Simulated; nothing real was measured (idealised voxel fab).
The document below concerns the process module designated voxel gate over fins.
Section cut is 205 nm wide and gridded with 5 nm square cells.
Cross-sections here: square-cell grids, written as top-down lists of bands, a band being one or more rows of cells.
Read a band's entry like this: the first values are the height of its top and the height of its bottom in nm, and what follows is the sequence of materials from left to right, each with its width in nm. Note that "blank" is empty space, and that a single material marked "all across" reaches across the band from edge to edge.
We count height from 0. Below that, the starting wafer is all one material. The lowest band never ends at the bottom but goes on down; see "0 -> down" for how that is written.
So if you see something like "30->40" for the width, read it as the top row of the band sitting at the first number and the bottom row at the second, with every row in between moving by the same amount as the last.
Given "all unchanged" for a step, no cell of the cross-section differs between before and after that step.
You'll see "Non-vented voids" listing empty spaces that have no way open to the top, as long as they're 8 cells or more; the notation is width x height at distance, where the distance is from the left edge, and all of it is in nm.
Where a step's line continues beyond its settings, the continuation is a remark by the simulator itself on that step.
overlay nm: for a step with a mask, the amount by which the mask lay right of where it was planned; a negative amount means left of it.
# Process steps (planned)
1) op RECEIVE | material Si
2) op CONFORMAL_DEP | material SiN | thk nm 5
3) op PATTERN | tone cover | mask id FINS | material resist | width nm 15 | pitch nm 45 | thk nm 20 | overlay nm 0
4) op DIRECTIONAL_ETCH | etch materials SiN | depth nm 5
5) op DIRECTIONAL_ETCH | etch materials Si | depth nm 30
6) op STRIP | etch materials resist
7) op FILL_DEP | material SiO2 | thk nm 5
8) op CMP | height nm 5
9) op SELECTIVE_ETCH | etch materials SiO2 | depth nm 20
10) op STRIP | etch materials SiN
11) op CONFORMAL_DEP | material HfO2 | thk nm 5
12) op CONFORMAL_DEP | material TiN | thk nm 5
13) op CONFORMAL_DEP | material TiAl | thk nm 5
14) op CONFORMAL_DEP | material TiN | thk nm 5
15) op FILL_DEP | material W | thk nm 15
16) op CMP | height nm 30
17) op CONFORMAL_DEP | material SiN | thk nm 10
# Concerning the first of two wafers, which was run in accordance with the plan
# Delivered wafer in cross-section: state after step 1
    0 -> down = Si all across
    Non-vented voids: none
# Cross-section of the wafer after step 2
    5 -> 0 = SiN all across
    Unchanged below 0.
# Cross-section of the wafer after step 3
    25 -> 5 = blank 70  resist 15  blank 30  resist 15  blank 75
    Unchanged below 5.
# Cross-section of the wafer after step 4
    25 -> 5 = blank 70  resist 15  blank 30  resist 15  blank 75
    5 -> 0 = blank 70  SiN 15  blank 30  SiN 15  blank 75
    Unchanged below 0.
# Cross-section of the wafer after step 5
    25 -> 5 = blank 70  resist 15  blank 30  resist 15  blank 75
    5 -> 0 = blank 70  SiN 15  blank 30  SiN 15  blank 75
    0 -> -30 = blank 70  Si 15  blank 30  Si 15  blank 75
    Unchanged below -30.
# Cross-section of the wafer after step 6
    5 -> 0 = blank 70  SiN 15  blank 30  SiN 15  blank 75
    Unchanged below 0.
# Cross-section of the wafer after step 7
    10 -> 5 = SiO2 all across
    5 -> 0 = SiO2 70  SiN 15  SiO2 30  SiN 15  SiO2 75
    0 -> -30 = SiO2 70  Si 15  SiO2 30  Si 15  SiO2 75
    Unchanged below -30.
# Cross-section of the wafer after step 8
    5 -> 0 = SiO2 70  SiN 15  SiO2 30  SiN 15  SiO2 75
    Unchanged below 0.
# Cross-section of the wafer after step 9
    5 -> 0 = blank 70  SiN 15  blank 30  SiN 15  blank 75
    0 -> -15 = blank 70  Si 15  blank 30  Si 15  blank 75
    Unchanged below -15.
# Cross-section of the wafer after step 10
    0 -> -15 = blank 70  Si 15  blank 30  Si 15  blank 75
    Unchanged below -15.
# Cross-section of the wafer after step 11
    5 -> 0 = blank 65  HfO2 25  blank 20  HfO2 25  blank 70
    0 -> -10 = blank 65  HfO2 5  Si 15  HfO2 5  blank 20  HfO2 5  Si 15  HfO2 5  blank 70
    -10 -> -15 = HfO2 70  Si 15  HfO2 30  Si 15  HfO2 75
    Unchanged below -15.
# Cross-section of the wafer after step 12
    10 -> 5 = blank 60  TiN 35  blank 10  TiN 35  blank 65
    5 -> 0 = blank 60  TiN 5  HfO2 25  TiN 5  blank 10  TiN 5  HfO2 25  TiN 5  blank 65
    0 -> -5 = blank 60  TiN 5  HfO2 5  Si 15  HfO2 5  TiN 5  blank 10  TiN 5  HfO2 5  Si 15  HfO2 5  TiN 5  blank 65
    -5 -> -10 = TiN 65  HfO2 5  Si 15  HfO2 5  TiN 20  HfO2 5  Si 15  HfO2 5  TiN 70
    Unchanged below -10.
# Cross-section of the wafer after step 13
    15 -> 10 = blank 55  TiAl 90  blank 60
    10 -> 5 = blank 55  TiAl 5  TiN 35  TiAl 10  TiN 35  TiAl 5  blank 60
    5 -> 0 = blank 55  TiAl 5  TiN 5  HfO2 25  TiN 5  TiAl 10  TiN 5  HfO2 25  TiN 5  TiAl 5  blank 60
    0 -> -5 = TiAl 60  TiN 5  HfO2 5  Si 15  HfO2 5  TiN 5  TiAl 10  TiN 5  HfO2 5  Si 15  HfO2 5  TiN 5  TiAl 65
    Unchanged below -5.
# Cross-section of the wafer after step 14
    20 -> 15 = blank 50  TiN 100  blank 55
    15 -> 10 = blank 50  TiN 5  TiAl 90  TiN 5  blank 55
    10 -> 5 = blank 50  TiN 5  TiAl 5  TiN 35  TiAl 10  TiN 35  TiAl 5  TiN 5  blank 55
    5 -> 0 = TiN 55  TiAl 5  TiN 5  HfO2 25  TiN 5  TiAl 10  TiN 5  HfO2 25  TiN 5  TiAl 5  TiN 60
    Unchanged below 0.
# Cross-section of the wafer after step 15
    35 -> 20 = W all across
    20 -> 15 = W 50  TiN 100  W 55
    15 -> 10 = W 50  TiN 5  TiAl 90  TiN 5  W 55
    10 -> 5 = W 50  TiN 5  TiAl 5  TiN 35  TiAl 10  TiN 35  TiAl 5  TiN 5  W 55
    Unchanged below 5.
# Cross-section of the wafer after step 16
    30 -> 20 = W all across
    Unchanged below 20.
# Cross-section of the wafer after step 17
    40 -> 30 = SiN all across
    Unchanged below 30.
# Here the second wafer is described. Its start and its plan were those of the first wafer. Its run contained one mistake. Up to and including step 16, it did exactly what the first wafer did
# Second wafer at the planned finish of step 17, seen in cross-section
    40 -> 30 = TiAl all across
    Unchanged below 30.
Short version of what went wrong: step 17 deviated from plan and actually ran as op CONFORMAL_DEP | material TiAl | thk nm 10
In the final state, the cell counts of the second wafer exceed or fall short of those of the first for the following materials: SiN: 82 fewer | TiAl: 82 more
